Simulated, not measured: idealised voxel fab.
Presented below is a process module, voxel self aligned vias.
Square cells of 5 nm make up the cross-section cut, whose width is 285 nm.
A cross-section is a grid of square cells, given in bands from the top down. A band is one or more rows of cells. It is stipulated that each band's entry specify, in nanometres, the height of the top of the band and then that of its bottom, followed by the materials of the band in left-to-right sequence, each together with its width in nanometres. A single material marked by the word "full width" is understood to fill the band from edge to edge; the word "blank" is understood to denote empty space. All heights in this document are referenced to 0, defined as the level beneath which the wafer, as received, consists entirely of one material. The lowest band is not bounded below; it extends indefinitely downward and is written in the form "0 -> down". You'd read "30->40" like this: the band's top row of cells is as wide as the first number, its bottom row is as wide as the second, and going down, every row changes width by the same amount as the row before did. When a step is marked "remains unaltered", none of the cells in the cross-section changed during that step. "Voids, sealed" contains a list of empty spaces, each no smaller than 8 cells and without an open way to the top, written in the form width x height at distance with the distance from the left edge and all three in nm. Read whatever lies past the settings on a step's line as the simulator's own remark about the step. overlay nm: step with mask; distance mask lay right of planned place; negative value = left of planned place. Pairs, read this way: before one process step on the one hand, after it on the other, the after cross-section ending at the lowest band that changed; the step between, settings included, beneath. Same starting wafer throughout, but possibly different runs of this module, so no pair continues from the pair above unless its entry headed "Incoming structure" says so.

**Incoming structure**
    0 -> down: Si full width
    Voids, sealed: none

**State After Step**
    15 -> 0: SiO2 full width
    Everything under 0 stays put, no change at all.
    Voids, sealed: none
The transition between the preceding cross-sections is accomplished by CONFORMAL_DEP,material SiO2,thk nm 15

Incoming structure: as shown after the step in the preceding pair, directly above.

**State After Step**
    20 -> 15: SiCN full width
    Everything under 15 stays put, no change at all.
    Voids, sealed: none
The transition between the preceding cross-sections is accomplished by CONFORMAL_DEP,material SiCN,thk nm 5

Incoming structure: as shown after the step in the preceding pair, directly above.

**State After Step**
    50 -> 20: lowk full width
    Everything under 20 stays put, no change at all.
    Voids, sealed: none
The transition between the preceding cross-sections is accomplished by DIRECTIONAL_DEP,material lowk,thk nm 30

Incoming structure: as shown after the step in the preceding pair, directly above.

**State After Step**
    60 -> 50: aC full width
    Everything under 50 stays put, no change at all.
    Voids, sealed: none
The transition between the preceding cross-sections is accomplished by DIRECTIONAL_DEP,material aC,thk nm 10

Incoming structure: as shown after the step in the preceding pair, directly above.

**State After Step**
    85 -> 60: 100 of resist | 30 of blank | 25 of resist | 30 of blank | 100 of resist
    Everything under 60 stays put, no change at all.
    Voids, sealed: none
The transition between the preceding cross-sections is accomplished by PATTERN,tone open,mask id LINES,material resist,width nm 30,pitch nm 55,thk nm 25,overlay nm 0

Incoming structure: as shown after the step in the preceding pair, directly above.

**State After Step**
    75 -> 60: 100 of resist | 30 of blank | 25 of resist | 30 of blank | 100 of resist
    60 -> 50: 100 of aC | 30 of blank | 25 of aC | 30 of blank | 100 of aC
    Everything under 50 stays put, no change at all.
    Voids, sealed: none
The transition between the preceding cross-sections is accomplished by DIRECTIONAL_ETCH,etch materials aC,depth nm 10

Incoming structure: as shown after the step in the preceding pair, directly above.

**State After Step**
    60 -> 50: 100 of aC | 30 of blank | 25 of aC | 30 of blank | 100 of aC
    Everything under 50 stays put, no change at all.
    Voids, sealed: none
The transition between the preceding cross-sections is accomplished by STRIP,etch materials resist

Incoming structure: as shown after the step in the preceding pair, directly above.

**State After Step**
    60 -> 50: 100 of aC | 30 of blank | 25 of aC | 30 of blank | 100 of aC
    50 -> 20: 100 of lowk | 30 of blank | 25 of lowk | 30 of blank | 100 of lowk
    Everything under 20 stays put, no change at all.
    Voids, sealed: none
The transition between the preceding cross-sections is accomplished by DIRECTIONAL_ETCH,etch materials lowk,depth nm 30

Incoming structure: as shown after the step in the preceding pair, directly above.

**State After Step**
    50 -> 20: 100 of lowk | 30 of blank | 25 of lowk | 30 of blank | 100 of lowk
    Everything under 20 stays put, no change at all.
    Voids, sealed: none
The transition between the preceding cross-sections is accomplished by STRIP,etch materials aC

Incoming structure: as shown after the step in the preceding pair, directly above.

**State After Step**
    55 -> 50: 105 of TiN | 20 of blank | 35 of TiN | 20 of blank | 105 of TiN
    50 -> 25: 100 of lowk | 5 of TiN | 20 of blank | 5 of TiN | 25 of lowk | 5 of TiN | 20 of blank | 5 of TiN | 100 of lowk
    25 -> 20: 100 of lowk | 30 of TiN | 25 of lowk | 30 of TiN | 100 of lowk
    Everything under 20 stays put, no change at all.
    Voids, sealed: none
The transition between the preceding cross-sections is accomplished by CONFORMAL_DEP,material TiN,thk nm 5

Incoming structure: as shown after the step in the preceding pair, directly above.

**State After Step**
    65 -> 55: W full width
    55 -> 50: 105 of TiN | 20 of W | 35 of TiN | 20 of W | 105 of TiN
    50 -> 25: 100 of lowk | 5 of TiN | 20 of W | 5 of TiN | 25 of lowk | 5 of TiN | 20 of W | 5 of TiN | 100 of lowk
    Everything under 25 stays put, no change at all.
    Voids, sealed: none
The transition between the preceding cross-sections is accomplished by FILL_DEP,material W,thk nm 10

Incoming structure: as shown after the step in the preceding pair, directly above.

**State After Step**
    50 -> 25: 100 of lowk | 5 of TiN | 20 of W | 5 of TiN | 25 of lowk | 5 of TiN | 20 of W | 5 of TiN | 100 of lowk
    Everything under 25 stays put, no change at all.
    Voids, sealed: none
The transition between the preceding cross-sections is accomplished by CMP,height nm 50

Incoming structure: as shown after the step in the preceding pair, directly above.

**State After Step**
    50 -> 45: 100 of lowk | 30 of blank | 25 of lowk | 30 of blank | 100 of lowk
    Everything under 45 stays put, no change at all.
    Voids, sealed: none
The transition between the preceding cross-sections is accomplished by SELECTIVE_ETCH,etch materials W Ru TiN,depth nm 5

Incoming structure: as shown after the step in the preceding pair, directly above.

**State After Step**
    55 -> 50: SiN full width
    50 -> 45: 100 of lowk | 30 of SiN | 25 of lowk | 30 of SiN | 100 of lowk
    Everything under 45 stays put, no change at all.
    Voids, sealed: none
The transition between the preceding cross-sections is accomplished by FILL_DEP,material SiN,thk nm 5

Incoming structure: as shown after the step in the preceding pair, directly above.

**State After Step**
    50 -> 45: 100 of lowk | 30 of SiN | 25 of lowk | 30 of SiN | 100 of lowk
    Everything under 45 stays put, no change at all.
    Voids, sealed: none
The transition between the preceding cross-sections is accomplished by CMP,height nm 50

Incoming structure: as shown after the step in the preceding pair, directly above.

**State After Step**
    70 -> 50: lowk full width
    Everything under 50 stays put, no change at all.
    Voids, sealed: none
The transition between the preceding cross-sections is accomplished by DIRECTIONAL_DEP,material lowk,thk nm 20

Incoming structure: as shown after the step in the preceding pair, directly above.

**State After Step**
    90 -> 70: 95 of resist | 40 of blank | 150 of resist
    Everything under 70 stays put, no change at all.
    Voids, sealed: none
The transition between the preceding cross-sections is accomplished by PATTERN,tone open,mask id VIAS,material resist,width nm 40,thk nm 20,overlay nm 0

Incoming structure: as shown after the step in the preceding pair, directly above.

**State After Step**
    90 -> 70: 95 of resist | 40 of blank | 150 of resist
    70 -> 50: 95 of lowk | 40 of blank | 150 of lowk
    Everything under 50 stays put, no change at all.
    Voids, sealed: none
The transition between the preceding cross-sections is accomplished by DIRECTIONAL_ETCH,etch materials lowk,depth nm 20

Incoming structure: as shown after the step in the preceding pair, directly above.

**State After Step**
    90 -> 70: 95 of resist | 40 of blank | 150 of resist
    70 -> 50: 95 of lowk | 40 of blank | 150 of lowk
    50 -> 45: 100 of lowk | 30 of blank | 25 of lowk | 30 of SiN | 100 of lowk
    Everything under 45 stays put, no change at all.
    Voids, sealed: none
The transition between the preceding cross-sections is accomplished by DIRECTIONAL_ETCH,etch materials SiN,depth nm 5

Incoming structure: as shown after the step in the preceding pair, directly above.

**State After Step**
    70 -> 50: 95 of lowk | 40 of blank | 150 of lowk
    Everything under 50 stays put, no change at all.
    Voids, sealed: none
The transition between the preceding cross-sections is accomplished by STRIP,etch materials resist

Incoming structure: as shown after the step in the preceding pair, directly above.

**State After Step**
    75 -> 70: 100 of TiN | 30 of blank | 155 of TiN
    70 -> 55: 95 of lowk | 5 of TiN | 30 of blank | 5 of TiN | 150 of lowk
    55 -> 50: 95 of lowk | 10 of TiN | 20 of blank | 10 of TiN | 150 of lowk
    50 -> 45: 100 of lowk | 30 of TiN | 25 of lowk | 30 of SiN | 100 of lowk
    Everything under 45 stays put, no change at all.
    Voids, sealed: none
The transition between the preceding cross-sections is accomplished by CONFORMAL_DEP,material TiN,thk nm 5

Incoming structure: as shown after the step in the preceding pair, directly above.

**State After Step**
    85 -> 75: W full width
    75 -> 70: 100 of TiN | 30 of W | 155 of TiN
    70 -> 55: 95 of lowk | 5 of TiN | 30 of W | 5 of TiN | 150 of lowk
    55 -> 50: 95 of lowk | 10 of TiN | 20 of W | 10 of TiN | 150 of lowk
    Everything under 50 stays put, no change at all.
    Voids, sealed: none
The transition between the preceding cross-sections is accomplished by FILL_DEP,material W,thk nm 10

Incoming structure: as shown after the step in the preceding pair, directly above.

**State After Step**
    70 -> 55: 95 of lowk | 5 of TiN | 30 of W | 5 of TiN | 150 of lowk
    Everything under 55 stays put, no change at all.
    Voids, sealed: none
The transition between the preceding cross-sections is accomplished by CMP,height nm 70

Incoming structure: as shown after the step in the preceding pair, directly above.

**State After Step**
    75 -> 70: SiN full width
    Everything under 70 stays put, no change at all.
    Voids, sealed: none
The transition between the preceding cross-sections is accomplished by CONFORMAL_DEP,material SiN,thk nm 5

**Incoming structure**
    15 -> 0: SiO2 full width
    0 -> down: Si full width
    Voids, sealed: none

**State After Step**
    45 -> 15: lowk full width
    Everything under 15 stays put, no change at all.
    Voids, sealed: none
The transition between the preceding cross-sections is accomplished by DIRECTIONAL_DEP,material lowk,thk nm 30

Incoming structure: as shown after the step in the preceding pair, directly above.

**State After Step**
    55 -> 45: aC full width
    Everything under 45 stays put, no change at all.
    Voids, sealed: none
The transition between the preceding cross-sections is accomplished by DIRECTIONAL_DEP,material aC,thk nm 10

Incoming structure: as shown after the step in the preceding pair, directly above.

**State After Step**
    80 -> 55: 100 of resist | 30 of blank | 25 of resist | 30 of blank | 100 of resist
    Everything under 55 stays put, no change at all.
    Voids, sealed: none
The transition between the preceding cross-sections is accomplished by PATTERN,tone open,mask id LINES,material resist,width nm 30,pitch nm 55,thk nm 25,overlay nm 0

Incoming structure: as shown after the step in the preceding pair, directly above.

**State After Step**
    70 -> 55: 100 of resist | 30 of blank | 25 of resist | 30 of blank | 100 of resist
    55 -> 45: 100 of aC | 30 of blank | 25 of aC | 30 of blank | 100 of aC
    Everything under 45 stays put, no change at all.
    Voids, sealed: none
The transition between the preceding cross-sections is accomplished by DIRECTIONAL_ETCH,etch materials aC,depth nm 10

Incoming structure: as shown after the step in the preceding pair, directly above.

**State After Step**
    55 -> 45: 100 of aC | 30 of blank | 25 of aC | 30 of blank | 100 of aC
    Everything under 45 stays put, no change at all.
    Voids, sealed: none
The transition between the preceding cross-sections is accomplished by STRIP,etch materials resist

Incoming structure: as shown after the step in the preceding pair, directly above.

**State After Step**
    55 -> 45: 100 of aC | 30 of blank | 25 of aC | 30 of blank | 100 of aC
    45 -> 15: 100 of lowk | 30 of blank | 25 of lowk | 30 of blank | 100 of lowk
    Everything under 15 stays put, no change at all.
    Voids, sealed: none
The transition between the preceding cross-sections is accomplished by DIRECTIONAL_ETCH,etch materials lowk,depth nm 30

Incoming structure: as shown after the step in the preceding pair, directly above.

**State After Step**
    45 -> 15: 100 of lowk | 30 of blank | 25 of lowk | 30 of blank | 100 of lowk
    Everything under 15 stays put, no change at all.
    Voids, sealed: none
The transition between the preceding cross-sections is accomplished by STRIP,etch materials aC

Incoming structure: as shown after the step in the preceding pair, directly above.

**State After Step**
    50 -> 45: 105 of TiN | 20 of blank | 35 of TiN | 20 of blank | 105 of TiN
    45 -> 20: 100 of lowk | 5 of TiN | 20 of blank | 5 of TiN | 25 of lowk | 5 of TiN | 20 of blank | 5 of TiN | 100 of lowk
    20 -> 15: 100 of lowk | 30 of TiN | 25 of lowk | 30 of TiN | 100 of lowk
    Everything under 15 stays put, no change at all.
    Voids, sealed: none
The transition between the preceding cross-sections is accomplished by CONFORMAL_DEP,material TiN,thk nm 5

Incoming structure: as shown after the step in the preceding pair, directly above.

**State After Step**
    60 -> 50: W full width
    50 -> 45: 105 of TiN | 20 of W | 35 of TiN | 20 of W | 105 of TiN
    45 -> 20: 100 of lowk | 5 of TiN | 20 of W | 5 of TiN | 25 of lowk | 5 of TiN | 20 of W | 5 of TiN | 100 of lowk
    Everything under 20 stays put, no change at all.
    Voids, sealed: none
The transition between the preceding cross-sections is accomplished by FILL_DEP,material W,thk nm 10

Incoming structure: as shown after the step in the preceding pair, directly above.

**State After Step**
    50 -> 45: 105 of TiN | 20 of W | 35 of TiN | 20 of W | 105 of TiN
    Everything under 45 stays put, no change at all.
    Voids, sealed: none
The transition between the preceding cross-sections is accomplished by CMP,height nm 50

Incoming structure: as shown after the step in the preceding pair, directly above.

**State After Step**
    45 -> 20: 100 of lowk | 5 of TiN | 20 of W | 5 of TiN | 25 of lowk | 5 of TiN | 20 of W | 5 of TiN | 100 of lowk
    Everything under 20 stays put, no change at all.
    Voids, sealed: none
The transition between the preceding cross-sections is accomplished by SELECTIVE_ETCH,etch materials W Ru TiN,depth nm 5

Incoming structure: as shown after the step in the preceding pair, directly above.

**State After Step**
    50 -> 45: SiN full width
    Everything under 45 stays put, no change at all.
    Voids, sealed: none
The transition between the preceding cross-sections is accomplished by FILL_DEP,material SiN,thk nm 5

Incoming structure: as shown after the step in the preceding pair, directly above.

**State After Step**
    70 -> 50: lowk full width
    Everything under 50 stays put, no change at all.
    Voids, sealed: none
The transition between the preceding cross-sections is accomplished by DIRECTIONAL_DEP,material lowk,thk nm 20

Incoming structure: as shown after the step in the preceding pair, directly above.

**State After Step**
    90 -> 70: 95 of resist | 40 of blank | 150 of resist
    Everything under 70 stays put, no change at all.
    Voids, sealed: none
The transition between the preceding cross-sections is accomplished by PATTERN,tone open,mask id VIAS,material resist,width nm 40,thk nm 20,overlay nm 0

Incoming structure: as shown after the step in the preceding pair, directly above.

**State After Step**
    90 -> 70: 95 of resist | 40 of blank | 150 of resist
    70 -> 50: 95 of lowk | 40 of blank | 150 of lowk
    Everything under 50 stays put, no change at all.
    Voids, sealed: none
The transition between the preceding cross-sections is accomplished by DIRECTIONAL_ETCH,etch materials lowk,depth nm 20

Incoming structure: as shown after the step in the preceding pair, directly above.

**State After Step**
    90 -> 70: 95 of resist | 40 of blank | 150 of resist
    70 -> 50: 95 of lowk | 40 of blank | 150 of lowk
    50 -> 45: 95 of SiN | 40 of blank | 150 of SiN
    Everything under 45 stays put, no change at all.
    Voids, sealed: none
The transition between the preceding cross-sections is accomplished by DIRECTIONAL_ETCH,etch materials SiN,depth nm 5

Incoming structure: as shown after the step in the preceding pair, directly above.

**State After Step**
    70 -> 50: 95 of lowk | 40 of blank | 150 of lowk
    Everything under 50 stays put, no change at all.
    Voids, sealed: none
The transition between the preceding cross-sections is accomplished by STRIP,etch materials resist

Incoming structure: as shown after the step in the preceding pair, directly above.

**State After Step**
    75 -> 70: 100 of TiN | 30 of blank | 155 of TiN
    70 -> 50: 95 of lowk | 5 of TiN | 30 of blank | 5 of TiN | 150 of lowk
    50 -> 45: 95 of SiN | 40 of TiN | 150 of SiN
    Everything under 45 stays put, no change at all.
    Voids, sealed: none
The transition between the preceding cross-sections is accomplished by CONFORMAL_DEP,material TiN,thk nm 5

Incoming structure: as shown after the step in the preceding pair, directly above.

**State After Step**
    85 -> 75: W full width
    75 -> 70: 100 of TiN | 30 of W | 155 of TiN
    70 -> 50: 95 of lowk | 5 of TiN | 30 of W | 5 of TiN | 150 of lowk
    Everything under 50 stays put, no change at all.
    Voids, sealed: none
The transition between the preceding cross-sections is accomplished by FILL_DEP,material W,thk nm 10

Incoming structure: as shown after the step in the preceding pair, directly above.

**State After Step**
    70 -> 50: 95 of lowk | 5 of TiN | 30 of W | 5 of TiN | 150 of lowk
    Everything under 50 stays put, no change at all.
    Voids, sealed: none
The transition between the preceding cross-sections is accomplished by CMP,height nm 70

Incoming structure: as shown after the step in the preceding pair, directly above.

**State After Step**
    75 -> 70: SiN full width
    Everything under 70 stays put, no change at all.
    Voids, sealed: none
The transition between the preceding cross-sections is accomplished by CONFORMAL_DEP,material SiN,thk nm 5

**Incoming structure**
    90 -> 70: 95 of resist | 40 of blank | 150 of resist
    70 -> 50: 95 of lowk | 40 of blank | 150 of lowk
    50 -> 45: 100 of lowk | 30 of SiN | 25 of lowk | 30 of SiN | 100 of lowk
    45 -> 25: 100 of lowk | 5 of TiN | 20 of W | 5 of TiN | 25 of lowk | 5 of TiN | 20 of W | 5 of TiN | 100 of lowk
    25 -> 20: 100 of lowk | 30 of TiN | 25 of lowk | 30 of TiN | 100 of lowk
    20 -> 15: SiCN full width
    15 -> 0: SiO2 full width
    0 -> down: Si full width
    Voids, sealed: none

**State After Step**
    90 -> 70: 95 of resist | 40 of blank | 150 of resist
    70 -> 50: 95 of lowk | 40 of blank | 150 of lowk
    50 -> 45: 95 of lowk | 5 of blank | 30 of SiN | 5 of blank | 20 of lowk | 30 of SiN | 100 of lowk
    45 -> 30: 95 of lowk | 5 of blank | 5 of TiN | 20 of W | 5 of TiN | 5 of blank | 20 of lowk | 5 of TiN | 20 of W | 5 of TiN | 100 of lowk
    Everything under 30 stays put, no change at all.
    Voids, sealed: none
The transition between the preceding cross-sections is accomplished by DIRECTIONAL_ETCH,etch materials lowk,depth nm 20

Incoming structure: as shown after the step in the preceding pair, directly above.

**State After Step**
    90 -> 70: 95 of resist | 40 of blank | 150 of resist
    70 -> 50: 95 of lowk | 40 of blank | 150 of lowk
    50 -> 45: 95 of lowk | 40 of blank | 20 of lowk | 30 of SiN | 100 of lowk
    Everything under 45 stays put, no change at all.
    Voids, sealed: none
The transition between the preceding cross-sections is accomplished by DIRECTIONAL_ETCH,etch materials SiN,depth nm 5

Incoming structure: as shown after the step in the preceding pair, directly above.

**State After Step**
    70 -> 50: 95 of lowk | 40 of blank | 150 of lowk
    Everything under 50 stays put, no change at all.
    Voids, sealed: none
The transition between the preceding cross-sections is accomplished by STRIP,etch materials resist

Incoming structure: as shown after the step in the preceding pair, directly above.

**State After Step**
    75 -> 70: 100 of TiN | 30 of blank | 155 of TiN
    70 -> 50: 95 of lowk | 5 of TiN | 30 of blank | 5 of TiN | 150 of lowk
    50 -> 45: 95 of lowk | 40 of TiN | 20 of lowk | 30 of SiN | 100 of lowk
    45 -> 30: 95 of lowk | 10 of TiN | 20 of W | 10 of TiN | 20 of lowk | 5 of TiN | 20 of W | 5 of TiN | 100 of lowk
    Everything under 30 stays put, no change at all.
    Voids, sealed: none
The transition between the preceding cross-sections is accomplished by CONFORMAL_DEP,material TiN,thk nm 5

Incoming structure: as shown after the step in the preceding pair, directly above.

**State After Step**
    85 -> 75: W full width
    75 -> 70: 100 of TiN | 30 of W | 155 of TiN
    70 -> 50: 95 of lowk | 5 of TiN | 30 of W | 5 of TiN | 150 of lowk
    Everything under 50 stays put, no change at all.
    Voids, sealed: none
The transition between the preceding cross-sections is accomplished by FILL_DEP,material W,thk nm 10

Incoming structure: as shown after the step in the preceding pair, directly above.

**State After Step**
    70 -> 50: 95 of lowk | 5 of TiN | 30 of W | 5 of TiN | 150 of lowk
    Everything under 50 stays put, no change at all.
    Voids, sealed: none
The transition between the preceding cross-sections is accomplished by CMP,height nm 70

Incoming structure: as shown after the step in the preceding pair, directly above.

**State After Step**
    75 -> 70: SiN full width
    Everything under 70 stays put, no change at all.
    Voids, sealed: none
The transition between the preceding cross-sections is accomplished by CONFORMAL_DEP,material SiN,thk nm 5

**Incoming structure**
    0 -> down: Si full width
    Voids, sealed: none

**State After Step**
    5 -> 0: SiCN full width
    Everything under 0 stays put, no change at all.
    Voids, sealed: none
The transition between the preceding cross-sections is accomplished by CONFORMAL_DEP,material SiCN,thk nm 5

Incoming structure: as shown after the step in the preceding pair, directly above.

**State After Step**
    20 -> 5: SiO2 full width
    Everything under 5 stays put, no change at all.
    Voids, sealed: none
The transition between the preceding cross-sections is accomplished by CONFORMAL_DEP,material SiO2,thk nm 15

Incoming structure: as shown after the step in the preceding pair, directly above.

**State After Step**
    50 -> 20: lowk full width
    Everything under 20 stays put, no change at all.
    Voids, sealed: none
The transition between the preceding cross-sections is accomplished by DIRECTIONAL_DEP,material lowk,thk nm 30

Incoming structure: as shown after the step in the preceding pair, directly above.

**State After Step**
    60 -> 50: aC full width
    Everything under 50 stays put, no change at all.
    Voids, sealed: none
The transition between the preceding cross-sections is accomplished by DIRECTIONAL_DEP,material aC,thk nm 10

Incoming structure: as shown after the step in the preceding pair, directly above.

**State After Step**
    85 -> 60: 100 of resist | 30 of blank | 25 of resist | 30 of blank | 100 of resist
    Everything under 60 stays put, no change at all.
    Voids, sealed: none
The transition between the preceding cross-sections is accomplished by PATTERN,tone open,mask id LINES,material resist,width nm 30,pitch nm 55,thk nm 25,overlay nm 0

Incoming structure: as shown after the step in the preceding pair, directly above.

**State After Step**
    75 -> 60: 100 of resist | 30 of blank | 25 of resist | 30 of blank | 100 of resist
    60 -> 50: 100 of aC | 30 of blank | 25 of aC | 30 of blank | 100 of aC
    Everything under 50 stays put, no change at all.
    Voids, sealed: none
The transition between the preceding cross-sections is accomplished by DIRECTIONAL_ETCH,etch materials aC,depth nm 10

Incoming structure: as shown after the step in the preceding pair, directly above.

**State After Step**
    60 -> 50: 100 of aC | 30 of blank | 25 of aC | 30 of blank | 100 of aC
    Everything under 50 stays put, no change at all.
    Voids, sealed: none
The transition between the preceding cross-sections is accomplished by STRIP,etch materials resist

Incoming structure: as shown after the step in the preceding pair, directly above.

**State After Step**
    60 -> 50: 100 of aC | 30 of blank | 25 of aC | 30 of blank | 100 of aC
    50 -> 20: 100 of lowk | 30 of blank | 25 of lowk | 30 of blank | 100 of lowk
    Everything under 20 stays put, no change at all.
    Voids, sealed: none
The transition between the preceding cross-sections is accomplished by DIRECTIONAL_ETCH,etch materials lowk,depth nm 30

Incoming structure: as shown after the step in the preceding pair, directly above.

**State After Step**
    50 -> 20: 100 of lowk | 30 of blank | 25 of lowk | 30 of blank | 100 of lowk
    Everything under 20 stays put, no change at all.
    Voids, sealed: none
The transition between the preceding cross-sections is accomplished by STRIP,etch materials aC

Incoming structure: as shown after the step in the preceding pair, directly above.

**State After Step**
    55 -> 50: 105 of TiN | 20 of blank | 35 of TiN | 20 of blank | 105 of TiN
    50 -> 25: 100 of lowk | 5 of TiN | 20 of blank | 5 of TiN | 25 of lowk | 5 of TiN | 20 of blank | 5 of TiN | 100 of lowk
    25 -> 20: 100 of lowk | 30 of TiN | 25 of lowk | 30 of TiN | 100 of lowk
    Everything under 20 stays put, no change at all.
    Voids, sealed: none
The transition between the preceding cross-sections is accomplished by CONFORMAL_DEP,material TiN,thk nm 5

Incoming structure: as shown after the step in the preceding pair, directly above.

**State After Step**
    65 -> 55: W full width
    55 -> 50: 105 of TiN | 20 of W | 35 of TiN | 20 of W | 105 of TiN
    50 -> 25: 100 of lowk | 5 of TiN | 20 of W | 5 of TiN | 25 of lowk | 5 of TiN | 20 of W | 5 of TiN | 100 of lowk
    Everything under 25 stays put, no change at all.
    Voids, sealed: none
The transition between the preceding cross-sections is accomplished by FILL_DEP,material W,thk nm 10

Incoming structure: as shown after the step in the preceding pair, directly above.

**State After Step**
    50 -> 25: 100 of lowk | 5 of TiN | 20 of W | 5 of TiN | 25 of lowk | 5 of TiN | 20 of W | 5 of TiN | 100 of lowk
    Everything under 25 stays put, no change at all.
    Voids, sealed: none
The transition between the preceding cross-sections is accomplished by CMP,height nm 50

Incoming structure: as shown after the step in the preceding pair, directly above.

**State After Step**
    50 -> 45: 100 of lowk | 30 of blank | 25 of lowk | 30 of blank | 100 of lowk
    Everything under 45 stays put, no change at all.
    Voids, sealed: none
The transition between the preceding cross-sections is accomplished by SELECTIVE_ETCH,etch materials W Ru TiN,depth nm 5

Incoming structure: as shown after the step in the preceding pair, directly above.

**State After Step**
    55 -> 50: SiN full width
    50 -> 45: 100 of lowk | 30 of SiN | 25 of lowk | 30 of SiN | 100 of lowk
    Everything under 45 stays put, no change at all.
    Voids, sealed: none
The transition between the preceding cross-sections is accomplished by FILL_DEP,material SiN,thk nm 5

Incoming structure: as shown after the step in the preceding pair, directly above.

**State After Step**
    50 -> 45: 100 of lowk | 30 of SiN | 25 of lowk | 30 of SiN | 100 of lowk
    Everything under 45 stays put, no change at all.
    Voids, sealed: none
The transition between the preceding cross-sections is accomplished by CMP,height nm 50

Incoming structure: as shown after the step in the preceding pair, directly above.

**State After Step**
    70 -> 50: lowk full width
    Everything under 50 stays put, no change at all.
    Voids, sealed: none
The transition between the preceding cross-sections is accomplished by DIRECTIONAL_DEP,material lowk,thk nm 20

Incoming structure: as shown after the step in the preceding pair, directly above.

**State After Step**
    90 -> 70: 95 of resist | 40 of blank | 150 of resist
    Everything under 70 stays put, no change at all.
    Voids, sealed: none
The transition between the preceding cross-sections is accomplished by PATTERN,tone open,mask id VIAS,material resist,width nm 40,thk nm 20,overlay nm 0

Incoming structure: as shown after the step in the preceding pair, directly above.

**State After Step**
    90 -> 70: 95 of resist | 40 of blank | 150 of resist
    70 -> 50: 95 of lowk | 40 of blank | 150 of lowk
    Everything under 50 stays put, no change at all.
    Voids, sealed: none
The transition between the preceding cross-sections is accomplished by DIRECTIONAL_ETCH,etch materials lowk,depth nm 20

Incoming structure: as shown after the step in the preceding pair, directly above.

**State After Step**
    90 -> 70: 95 of resist | 40 of blank | 150 of resist
    70 -> 50: 95 of lowk | 40 of blank | 150 of lowk
    50 -> 45: 100 of lowk | 30 of blank | 25 of lowk | 30 of SiN | 100 of lowk
    Everything under 45 stays put, no change at all.
    Voids, sealed: none
The transition between the preceding cross-sections is accomplished by DIRECTIONAL_ETCH,etch materials SiN,depth nm 5

Incoming structure: as shown after the step in the preceding pair, directly above.

**State After Step**
    70 -> 50: 95 of lowk | 40 of blank | 150 of lowk
    Everything under 50 stays put, no change at all.
    Voids, sealed: none
The transition between the preceding cross-sections is accomplished by STRIP,etch materials resist

Incoming structure: as shown after the step in the preceding pair, directly above.

**State After Step**
    75 -> 70: 100 of TiN | 30 of blank | 155 of TiN
    70 -> 55: 95 of lowk | 5 of TiN | 30 of blank | 5 of TiN | 150 of lowk
    55 -> 50: 95 of lowk | 10 of TiN | 20 of blank | 10 of TiN | 150 of lowk
    50 -> 45: 100 of lowk | 30 of TiN | 25 of lowk | 30 of SiN | 100 of lowk
    Everything under 45 stays put, no change at all.
    Voids, sealed: none
The transition between the preceding cross-sections is accomplished by CONFORMAL_DEP,material TiN,thk nm 5

Incoming structure: as shown after the step in the preceding pair, directly above.

**State After Step**
    85 -> 75: W full width
    75 -> 70: 100 of TiN | 30 of W | 155 of TiN
    70 -> 55: 95 of lowk | 5 of TiN | 30 of W | 5 of TiN | 150 of lowk
    55 -> 50: 95 of lowk | 10 of TiN | 20 of W | 10 of TiN | 150 of lowk
    Everything under 50 stays put, no change at all.
    Voids, sealed: none
The transition between the preceding cross-sections is accomplished by FILL_DEP,material W,thk nm 10

Incoming structure: as shown after the step in the preceding pair, directly above.

**State After Step**
    70 -> 55: 95 of lowk | 5 of TiN | 30 of W | 5 of TiN | 150 of lowk
    Everything under 55 stays put, no change at all.
    Voids, sealed: none
The transition between the preceding cross-sections is accomplished by CMP,height nm 70

Incoming structure: as shown after the step in the preceding pair, directly above.

**State After Step**
    75 -> 70: SiN full width
    Everything under 70 stays put, no change at all.
    Voids, sealed: none
The transition between the preceding cross-sections is accomplished by CONFORMAL_DEP,material SiN,thk nm 5

**Incoming structure**
    0 -> down: Si full width
    Voids, sealed: none

**State After Step**
    25 -> 0: SiO2 full width
    Everything under 0 stays put, no change at all.
    Voids, sealed: none
The transition between the preceding cross-sections is accomplished by CONFORMAL_DEP,material SiO2,thk nm 25

Incoming structure: as shown after the step in the preceding pair, directly above.

**State After Step**
    30 -> 25: SiCN full width
    Everything under 25 stays put, no change at all.
    Voids, sealed: none
The transition between the preceding cross-sections is accomplished by CONFORMAL_DEP,material SiCN,thk nm 5

Incoming structure: as shown after the step in the preceding pair, directly above.

**State After Step**
    60 -> 30: lowk full width
    Everything under 30 stays put, no change at all.
    Voids, sealed: none
The transition between the preceding cross-sections is accomplished by DIRECTIONAL_DEP,material lowk,thk nm 30

Incoming structure: as shown after the step in the preceding pair, directly above.

**State After Step**
    70 -> 60: aC full width
    Everything under 60 stays put, no change at all.
    Voids, sealed: none
The transition between the preceding cross-sections is accomplished by DIRECTIONAL_DEP,material aC,thk nm 10

Incoming structure: as shown after the step in the preceding pair, directly above.

**State After Step**
    95 -> 70: 100 of resist | 30 of blank | 25 of resist | 30 of blank | 100 of resist
    Everything under 70 stays put, no change at all.
    Voids, sealed: none
The transition between the preceding cross-sections is accomplished by PATTERN,tone open,mask id LINES,material resist,width nm 30,pitch nm 55,thk nm 25,overlay nm 0

Incoming structure: as shown after the step in the preceding pair, directly above.

**State After Step**
    85 -> 70: 100 of resist | 30 of blank | 25 of resist | 30 of blank | 100 of resist
    70 -> 60: 100 of aC | 30 of blank | 25 of aC | 30 of blank | 100 of aC
    Everything under 60 stays put, no change at all.
    Voids, sealed: none
The transition between the preceding cross-sections is accomplished by DIRECTIONAL_ETCH,etch materials aC,depth nm 10

Incoming structure: as shown after the step in the preceding pair, directly above.

**State After Step**
    70 -> 60: 100 of aC | 30 of blank | 25 of aC | 30 of blank | 100 of aC
    Everything under 60 stays put, no change at all.
    Voids, sealed: none
The transition between the preceding cross-sections is accomplished by STRIP,etch materials resist

Incoming structure: as shown after the step in the preceding pair, directly above.

**State After Step**
    70 -> 60: 100 of aC | 30 of blank | 25 of aC | 30 of blank | 100 of aC
    60 -> 30: 100 of lowk | 30 of blank | 25 of lowk | 30 of blank | 100 of lowk
    Everything under 30 stays put, no change at all.
    Voids, sealed: none
The transition between the preceding cross-sections is accomplished by DIRECTIONAL_ETCH,etch materials lowk,depth nm 30

Incoming structure: as shown after the step in the preceding pair, directly above.

**State After Step**
    60 -> 30: 100 of lowk | 30 of blank | 25 of lowk | 30 of blank | 100 of lowk
    Everything under 30 stays put, no change at all.
    Voids, sealed: none
The transition between the preceding cross-sections is accomplished by STRIP,etch materials aC
